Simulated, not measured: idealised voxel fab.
Process module heading - voxel spacer lines
250 nm wide, 5 nm square cells: that's cross-section cut.
Cross-section, as written here: a square-cell grid given band by band from the top down, where a band holds one or more rows of cells. Within each band entry, the heights of the top and of the bottom of the band appear first, in that order and in nm; the materials of the band then follow from left to right, each with its corresponding width in nm. The designation "all across" on a single material indicates that it fills the band from edge to edge; the designation "air" indicates empty space. Beneath 0, the wafer as received is one material, and that level is where height counting begins. The lowest band goes on downward without a bottom; it is written like "0..down". Top row gets the first number, bottom row gets the second, and each row in between changes by the same step: that is how a band width like "30 to 40" works. "same as before" -> step changed no cross-section cell. "Listed closed voids" contains a list of empty spaces, each no smaller than 8 cells and without an open way to the top, written in the form width x height at distance with the distance from the left edge and all three in nm. Where a step's line continues beyond its settings, the continuation is a remark by the simulator itself on that step. "overlay nm" answers the question of how far to the right of plan the mask lay on a step that has a mask, and when it is negative the answer is to the left.
INTENDED PROCESS STEPS
| 1 | RECEIVE: material Si |
| 2 | CONFORMAL_DEP: material Al2O3, thk nm 10 |
| 3 | DIRECTIONAL_DEP: material polySi, thk nm 15 |
| 4 | DIRECTIONAL_DEP: material aC, thk nm 30 |
| 5 | PATTERN: tone cover, mask id MANDREL, material resist, width nm 20, pitch nm 70, thk nm 40, overlay nm 0 |
| 6 | DIRECTIONAL_ETCH: etch materials aC, depth nm 30 |
| 7 | STRIP: etch materials resist |
| 8 | CONFORMAL_DEP: material SiN, thk nm 15 |
| 9 | DIRECTIONAL_ETCH: etch materials SiN, depth nm 15 |
| 10 | STRIP: etch materials aC |
| 11 | DIRECTIONAL_ETCH: etch materials polySi, depth nm 15 |
| 12 | STRIP: etch materials SiN |
| 13 | FILL_DEP: material SiO2, thk nm 5 |
| 14 | CMP: height nm 25 |
THE FIRST WAFER OF TWO, PROCESSED AS PLANNED
CROSS-SECTION, INCOMING MATERIAL, AFTER STEP 1
    0..down: Si all across
    Listed closed voids: none
WAFER AFTER STEP 2 (CROSS-SECTION)
    10..0: Al2O3 all across
    Lower than 0, everything is as it was.
WAFER AFTER STEP 3 (CROSS-SECTION)
    25..10: polySi all across
    Lower than 10, everything is as it was.
WAFER AFTER STEP 4 (CROSS-SECTION)
    55..25: aC all across
    Lower than 25, everything is as it was.
WAFER AFTER STEP 5 (CROSS-SECTION)
    95..55: 80 air, then 20 resist, then 50 air, then 20 resist, then 80 air
    Lower than 55, everything is as it was.
WAFER AFTER STEP 6 (CROSS-SECTION)
    65..55: 80 air, then 20 resist, then 50 air, then 20 resist, then 80 air
    55..25: 80 air, then 20 aC, then 50 air, then 20 aC, then 80 air
    Lower than 25, everything is as it was.
WAFER AFTER STEP 7 (CROSS-SECTION)
    55..25: 80 air, then 20 aC, then 50 air, then 20 aC, then 80 air
    Lower than 25, everything is as it was.
WAFER AFTER STEP 8 (CROSS-SECTION)
    70..55: 65 air, then 50 SiN, then 20 air, then 50 SiN, then 65 air
    55..40: 65 air, then 15 SiN, then 20 aC, then 15 SiN, then 20 air, then 15 SiN, then 20 aC, then 15 SiN, then 65 air
    40..25: 80 SiN, then 20 aC, then 50 SiN, then 20 aC, then 80 SiN
    Lower than 25, everything is as it was.
WAFER AFTER STEP 9 (CROSS-SECTION)
    55..25: 65 air, then 15 SiN, then 20 aC, then 15 SiN, then 20 air, then 15 SiN, then 20 aC, then 15 SiN, then 65 air
    Lower than 25, everything is as it was.
WAFER AFTER STEP 10 (CROSS-SECTION)
    55..25: 65 air, then 15 SiN, then 20 air, then 15 SiN, then 20 air, then 15 SiN, then 20 air, then 15 SiN, then 65 air
    Lower than 25, everything is as it was.
WAFER AFTER STEP 11 (CROSS-SECTION)
    55..25: 65 air, then 15 SiN, then 20 air, then 15 SiN, then 20 air, then 15 SiN, then 20 air, then 15 SiN, then 65 air
    25..10: 65 air, then 15 polySi, then 20 air, then 15 polySi, then 20 air, then 15 polySi, then 20 air, then 15 polySi, then 65 air
    Lower than 10, everything is as it was.
WAFER AFTER STEP 12 (CROSS-SECTION)
    25..10: 65 air, then 15 polySi, then 20 air, then 15 polySi, then 20 air, then 15 polySi, then 20 air, then 15 polySi, then 65 air
    Lower than 10, everything is as it was.
WAFER AFTER STEP 13 (CROSS-SECTION)
    30..25: SiO2 all across
    25..10: 65 SiO2, then 15 polySi, then 20 SiO2, then 15 polySi, then 20 SiO2, then 15 polySi, then 20 SiO2, then 15 polySi, then 65 SiO2
    Lower than 10, everything is as it was.
WAFER AFTER STEP 14 (CROSS-SECTION)
    25..10: 65 SiO2, then 15 polySi, then 20 SiO2, then 15 polySi, then 20 SiO2, then 15 polySi, then 20 SiO2, then 15 polySi, then 65 SiO2
    Lower than 10, everything is as it was.
FOR THE SECOND WAFER, TAKE THE FIRST WAFER'S START AND PLAN, THEN ADD ONE MISTAKE MADE IN RUNNING IT; EVERYTHING THROUGH STEP 4, THAT STEP INCLUDED, IS SHARED WITH THE FIRST
SECOND WAFER, CROSS-SECTION, PLANNED END OF STEP 5
    95..55: 85 air, then 20 resist, then 50 air, then 20 resist, then 75 air
    Lower than 55, everything is as it was.
SECOND WAFER, CROSS-SECTION, PLANNED END OF STEP 6
    65..55: 85 air, then 20 resist, then 50 air, then 20 resist, then 75 air
    55..25: 85 air, then 20 aC, then 50 air, then 20 aC, then 75 air
    Lower than 25, everything is as it was.
SECOND WAFER, CROSS-SECTION, PLANNED END OF STEP 7
    55..25: 85 air, then 20 aC, then 50 air, then 20 aC, then 75 air
    Lower than 25, everything is as it was.
SECOND WAFER, CROSS-SECTION, PLANNED END OF STEP 8
    70..55: 70 air, then 50 SiN, then 20 air, then 50 SiN, then 60 air
    55..40: 70 air, then 15 SiN, then 20 aC, then 15 SiN, then 20 air, then 15 SiN, then 20 aC, then 15 SiN, then 60 air
    40..25: 85 SiN, then 20 aC, then 50 SiN, then 20 aC, then 75 SiN
    Lower than 25, everything is as it was.
SECOND WAFER, CROSS-SECTION, PLANNED END OF STEP 9
    55..25: 70 air, then 15 SiN, then 20 aC, then 15 SiN, then 20 air, then 15 SiN, then 20 aC, then 15 SiN, then 60 air
    Lower than 25, everything is as it was.
SECOND WAFER, CROSS-SECTION, PLANNED END OF STEP 10
    55..25: 70 air, then 15 SiN, then 20 air, then 15 SiN, then 20 air, then 15 SiN, then 20 air, then 15 SiN, then 60 air
    Lower than 25, everything is as it was.
SECOND WAFER, CROSS-SECTION, PLANNED END OF STEP 11
    55..25: 70 air, then 15 SiN, then 20 air, then 15 SiN, then 20 air, then 15 SiN, then 20 air, then 15 SiN, then 60 air
    25..10: 70 air, then 15 polySi, then 20 air, then 15 polySi, then 20 air, then 15 polySi, then 20 air, then 15 polySi, then 60 air
    Lower than 10, everything is as it was.
SECOND WAFER, CROSS-SECTION, PLANNED END OF STEP 12
    25..10: 70 air, then 15 polySi, then 20 air, then 15 polySi, then 20 air, then 15 polySi, then 20 air, then 15 polySi, then 60 air
    Lower than 10, everything is as it was.
SECOND WAFER, CROSS-SECTION, PLANNED END OF STEP 13
    30..25: SiO2 all across
    25..10: 70 SiO2, then 15 polySi, then 20 SiO2, then 15 polySi, then 20 SiO2, then 15 polySi, then 20 SiO2, then 15 polySi, then 60 SiO2
    Lower than 10, everything is as it was.
SECOND WAFER, CROSS-SECTION, PLANNED END OF STEP 14
    25..10: 70 SiO2, then 15 polySi, then 20 SiO2, then 15 polySi, then 20 SiO2, then 15 polySi, then 20 SiO2, then 15 polySi, then 60 SiO2
    Lower than 10, everything is as it was.
Plan not followed: step 5 off recipe, ran as PATTERN: tone cover, mask id MANDREL, material resist, width nm 20, pitch nm 70, thk nm 40, overlay nm 5
Cell counts per material: same on both final wafers. Positions: different.
